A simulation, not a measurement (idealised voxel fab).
process module | voxel transistor to metal
Pictured: cross-section cut, 180 nm wide, on a grid of 5 nm square cells.
Each cross-section below is a grid of square cells, stated as bands in top-down order, with one or more rows of cells making up each band.
Band: top and bottom heights (nm) first, top before bottom; then materials from left to right, widths in nm. "all across" marks a sole material filling the band edge to edge. "air" denotes empty space.
Heights are measured from 0, the level below which the as-received wafer is all one material; the lowest band has no bottom and continues downward, written as in "0 and below".
So if you see something like "30..40" for the width, read it as the top row of the band sitting at the first number and the bottom row at the second, with every row in between moving by the same amount as the last.
Basically "no change" means that step didn't change any cell in the cross-section.
Heads up: "Unvented voids" only lists the empty pockets with no open path to the top that are 8 cells or more, and it writes them as width x height at distance, distance from the left edge, in nm.
If you see something after the settings on a step's line, that's the simulator's own remark about that step.
overlay nm: mask right of planned place by this much (step with mask). Neg. = left.

Process steps (planned)
1: RECEIVE,material Si
2: CONFORMAL_DEP,material SiO2,thk nm 5
3: CONFORMAL_DEP,material SiN,thk nm 10
4: DIRECTIONAL_DEP,material aC,thk nm 15
5: PATTERN,tone cover,mask id ACTIVE,material resist,width nm 115,thk nm 35,overlay nm 0
6: DIRECTIONAL_ETCH,etch materials aC,depth nm 15
7: STRIP,etch materials resist
8: DIRECTIONAL_ETCH,etch materials SiN,depth nm 10
9: DIRECTIONAL_ETCH,etch materials SiO2,depth nm 5
10: DIRECTIONAL_ETCH,etch materials Si,depth nm 20
11: STRIP,etch materials aC
12: OXIDIZE,depth nm 5
13: FILL_DEP,material SiO2,thk nm 15
14: CMP,height nm 15
15: SELECTIVE_ETCH,etch materials SiO2,depth nm 5
16: STRIP,etch materials SiN
17: SELECTIVE_ETCH,etch materials SiO2,depth nm 5
18: OXIDIZE,depth nm 5
19: DIRECTIONAL_DEP,material polySi,thk nm 30
20: DIRECTIONAL_DEP,material SiCN,thk nm 10
21: MASKED_ETCH,tone cover,mask id GATE,width nm 25,etch materials SiCN,depth nm 20,overlay nm 0
22: MASKED_ETCH,tone cover,mask id GATE,width nm 25,etch materials polySi,depth nm 40,overlay nm 0
23: CONFORMAL_DEP,material SiN,thk nm 5
24: DIRECTIONAL_ETCH,etch materials SiN,depth nm 5
25: DIRECTIONAL_ETCH,etch materials SiO2,depth nm 5
26: DIRECTIONAL_ETCH,etch materials Si,depth nm 15
27: EPI,material nSi,thk nm 15
28: FILL_DEP,material SiO2,thk nm 5
29: CMP,height nm 30
30: STRIP,etch materials polySi
31: SELECTIVE_ETCH,etch materials SiO2,depth nm 5
32: CONFORMAL_DEP,material HfO2,thk nm 5
33: CONFORMAL_DEP,material TiN,thk nm 5
34: FILL_DEP,material W,thk nm 10
35: CMP,height nm 25
36: DIRECTIONAL_DEP,material SiO2,thk nm 10
37: MASKED_ETCH,tone open,mask id CONTACT,width nm 15,pitch nm 80,etch materials SiO2,depth nm 40,overlay nm 0
38: CONFORMAL_DEP,material TiN,thk nm 5
39: FILL_DEP,material W,thk nm 5
40: CMP,height nm 35
41: DIRECTIONAL_DEP,material TiN,thk nm 5
42: DIRECTIONAL_DEP,material Ru,thk nm 20
43: MASKED_ETCH,tone cover,mask id METAL_1,width nm 15,pitch nm 80,etch materials Ru,depth nm 20,overlay nm 0
44: MASKED_ETCH,tone cover,mask id METAL_1,width nm 15,pitch nm 80,etch materials TiN,depth nm 5,overlay nm 0
45: CONFORMAL_DEP,material SiN,thk nm 5
46: FILL_DEP,material SiO2,thk nm 10
47: CMP,height nm 60
48: CONFORMAL_DEP,material SiCN,thk nm 5
The plan shows the thk nm of step 48 as the first wafer had it; this setting differs between the wafers, which start out alike.

Sectional view: first of several wafers, as received, after step 1
- 0 and below = Si all across
- Unvented voids: none

First wafer of several, cross-section, module end, after step 48 (last)
- 65 down to 60 = SiCN all across
- 60 down to 40 = 35 of SiO2 | 5 of SiN | 15 of Ru | 5 of SiN | 55 of SiO2 | 5 of SiN | 15 of Ru | 5 of SiN | 40 of SiO2
- 40 down to 35 = 40 of SiN | 15 of TiN | 65 of SiN | 15 of TiN | 45 of SiN
- 35 down to 25 = 40 of SiO2 | 5 of TiN | 5 of W | 5 of TiN | 65 of SiO2 | 5 of TiN | 5 of W | 5 of TiN | 45 of SiO2
- 25 down to 10 = 40 of SiO2 | 5 of TiN | 5 of W | 5 of TiN | 15 of SiO2 | 5 of SiN | 5 of HfO2 | 5 of TiN | 5 of W | 5 of TiN | 5 of HfO2 | 5 of SiN | 15 of SiO2 | 5 of TiN | 5 of W | 5 of TiN | 45 of SiO2
- 10 down to 5 = 40 of SiO2 | 5 of TiN | 5 of W | 5 of TiN | 15 of nSi | 5 of SiN | 5 of HfO2 | 5 of TiN | 5 of W | 5 of TiN | 5 of HfO2 | 5 of SiN | 15 of nSi | 5 of TiN | 5 of W | 5 of TiN | 45 of SiO2
- 5 down to 0 = 25 of SiO2 | 5 of SiN | 10 of SiO2 | 5 of TiN | 5 of W | 5 of TiN | 15 of nSi | 5 of SiN | 5 of HfO2 | 15 of TiN | 5 of HfO2 | 5 of SiN | 15 of nSi | 5 of TiN | 5 of W | 5 of TiN | 10 of SiO2 | 5 of SiN | 30 of SiO2
- 0 down to -5 = 40 of SiO2 | 15 of TiN | 15 of nSi | 35 of HfO2 | 15 of nSi | 15 of TiN | 45 of SiO2
- -5 down to -20 = 35 of SiO2 | 35 of nSi | 35 of Si | 35 of nSi | 40 of SiO2
- -20 down to -25 = 35 of SiO2 | 105 of Si | 40 of SiO2
- -25 and below = Si all across
- Unvented voids: none

The module's end: a cross-section of the last wafer
- 80 down to 60 = SiCN all across
- 60 down to 40 = 35 of SiO2 | 5 of SiN | 15 of Ru | 5 of SiN | 55 of SiO2 | 5 of SiN | 15 of Ru | 5 of SiN | 40 of SiO2
- 40 down to 35 = 40 of SiN | 15 of TiN | 65 of SiN | 15 of TiN | 45 of SiN
- 35 down to 25 = 40 of SiO2 | 5 of TiN | 5 of W | 5 of TiN | 65 of SiO2 | 5 of TiN | 5 of W | 5 of TiN | 45 of SiO2
- 25 down to 10 = 40 of SiO2 | 5 of TiN | 5 of W | 5 of TiN | 15 of SiO2 | 5 of SiN | 5 of HfO2 | 5 of TiN | 5 of W | 5 of TiN | 5 of HfO2 | 5 of SiN | 15 of SiO2 | 5 of TiN | 5 of W | 5 of TiN | 45 of SiO2
- 10 down to 5 = 40 of SiO2 | 5 of TiN | 5 of W | 5 of TiN | 15 of nSi | 5 of SiN | 5 of HfO2 | 5 of TiN | 5 of W | 5 of TiN | 5 of HfO2 | 5 of SiN | 15 of nSi | 5 of TiN | 5 of W | 5 of TiN | 45 of SiO2
- 5 down to 0 = 25 of SiO2 | 5 of SiN | 10 of SiO2 | 5 of TiN | 5 of W | 5 of TiN | 15 of nSi | 5 of SiN | 5 of HfO2 | 15 of TiN | 5 of HfO2 | 5 of SiN | 15 of nSi | 5 of TiN | 5 of W | 5 of TiN | 10 of SiO2 | 5 of SiN | 30 of SiO2
- 0 down to -5 = 40 of SiO2 | 15 of TiN | 15 of nSi | 35 of HfO2 | 15 of nSi | 15 of TiN | 45 of SiO2
- -5 down to -20 = 35 of SiO2 | 35 of nSi | 35 of Si | 35 of nSi | 40 of SiO2
- -20 down to -25 = 35 of SiO2 | 105 of Si | 40 of SiO2
- -25 and below = Si all across
- Unvented voids: none

each wafer at the end: cells of each material gained (+) or lost (-) since it was received, then its closed voids
thk nm 5; +17 HfO2; +24 Ru; -138 Si; +36 SiCN; +58 SiN; +342 SiO2; +51 TiN; +18 W; +60 nSi; Unvented voids: none
thk nm 10; +17 HfO2; +24 Ru; -138 Si; +72 SiCN; +58 SiN; +342 SiO2; +51 TiN; +18 W; +60 nSi; Unvented voids: none
thk nm 15; +17 HfO2; +24 Ru; -138 Si; +108 SiCN; +58 SiN; +342 SiO2; +51 TiN; +18 W; +60 nSi; Unvented voids: none
thk nm 20; +17 HfO2; +24 Ru; -138 Si; +144 SiCN; +58 SiN; +342 SiO2; +51 TiN; +18 W; +60 nSi; Unvented voids: none
